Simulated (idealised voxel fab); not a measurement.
The name of this process module is voxel air gaps.
Xsec cut, 285 nm wide, square cell size 5 nm.
In this document a cross-section is written as a grid of square cells. It is given as a series of bands, listed from the top down, and a band is one or more rows of cells. Band entry format. Leading values: height of top, height of bottom, nm. Remainder: materials in left-to-right order, each with its width in nm. Special words: "everywhere" on a single material, which then fills the band edge to edge; "empty", empty space. Below 0: as-received wafer, all one material; heights counted from there. Lowest band: no bottom, goes on down, written "top 0, no bottom". Quick explanation for "30..40": the width changes in equal steps down the rows of cells, from the first number in the band's top row to the second number in its bottom row. Basically "no change" means that step didn't change any cell in the cross-section. Listed in "Completely enclosed voids": every empty space of 8 or more cells without an open way to the top. Form: width x height at distance, the distance being from the left edge, all in nm. Post-settings text on a step line: simulator's own remark regarding the step. "overlay nm" on a masked step: distance the mask lay right of its planned place, negative for left.
[Below is the list of planned process steps]
| 1 | RECEIVE [material Si] |
| 2 | CONFORMAL_DEP [material SiO2] [thk nm 15] |
| 3 | CONFORMAL_DEP [material SiN] [thk nm 5] |
| 4 | DIRECTIONAL_DEP [material lowk] [thk nm 30] |
| 5 | MASKED_ETCH [tone open] [mask id LINES] [width nm 20] [pitch nm 50] [etch materials lowk] [depth nm 30] [overlay nm 0] |
| 6 | CONFORMAL_DEP [material TiN] [thk nm 5] |
| 7 | FILL_DEP [material Cu] [thk nm 10] |
| 8 | CMP [height nm 50] |
| 9 | EPI [material Ru] [thk nm 10] |
| 10 | SELECTIVE_ETCH [etch materials lowk] [depth nm 40] |
| 11 | CONFORMAL_DEP [material SiCN] [thk nm 5] |
[As-received wafer cross-section (after step 1)]
> top 0, no bottom: Si everywhere
> Completely enclosed voids: none
[Wafer cross-section at module end: first of two, run to plan]
> top 65, bottom 60: 40 of empty | 200 of SiCN | 45 of empty
> top 60, bottom 50: 40 of empty | 5 of SiCN | 40 of Ru | 10 of SiCN | 40 of Ru | 10 of SiCN | 40 of Ru | 10 of SiCN | 40 of Ru | 5 of SiCN | 45 of empty
> top 50, bottom 45: 40 of empty | 15 of SiCN | 5 of TiN | 10 of Cu | 5 of TiN | 30 of SiCN | 5 of TiN | 10 of Cu | 5 of TiN | 30 of SiCN | 5 of TiN | 10 of Cu | 5 of TiN | 30 of SiCN | 5 of TiN | 10 of Cu | 5 of TiN | 15 of SiCN | 45 of empty
> top 45, bottom 25: 50 of empty | 5 of SiCN | 5 of TiN | 10 of Cu | 5 of TiN | 5 of SiCN | 20 of empty | 5 of SiCN | 5 of TiN | 10 of Cu | 5 of TiN | 5 of SiCN | 20 of empty | 5 of SiCN | 5 of TiN | 10 of Cu | 5 of TiN | 5 of SiCN | 20 of empty | 5 of SiCN | 5 of TiN | 10 of Cu | 5 of TiN | 5 of SiCN | 55 of empty
> top 25, bottom 20: 55 of SiCN | 20 of TiN | 30 of SiCN | 20 of TiN | 30 of SiCN | 20 of TiN | 30 of SiCN | 20 of TiN | 60 of SiCN
> top 20, bottom 15: SiN everywhere
> top 15, bottom 0: SiO2 everywhere
> top 0, no bottom: Si everywhere
> Completely enclosed voids: 20 x 20 at 80; 20 x 20 at 130; 20 x 20 at 180
[So this is wafer number two of the two, cut at the end of the module - it started where the first did and had the same plan, we just got one thing wrong running it]
> top 65, bottom 60: SiCN everywhere
> top 60, bottom 20: Ru everywhere
> top 20, bottom 15: SiN everywhere
> top 15, bottom 0: SiO2 everywhere
> top 0, no bottom: Si everywhere
> Completely enclosed voids: none
Nonconformance to the process plan: in deviation from the planned setting, step 4 was conducted as DIRECTIONAL_DEP [material Ru] [thk nm 30]
In the final state, the cell counts of the second wafer exceed or fall short of those of the first for the following materials: -40 Cu; +392 Ru; -96 SiCN; -56 TiN
At process end, closed voids number 3 in the first wafer and 0 in the second wafer.
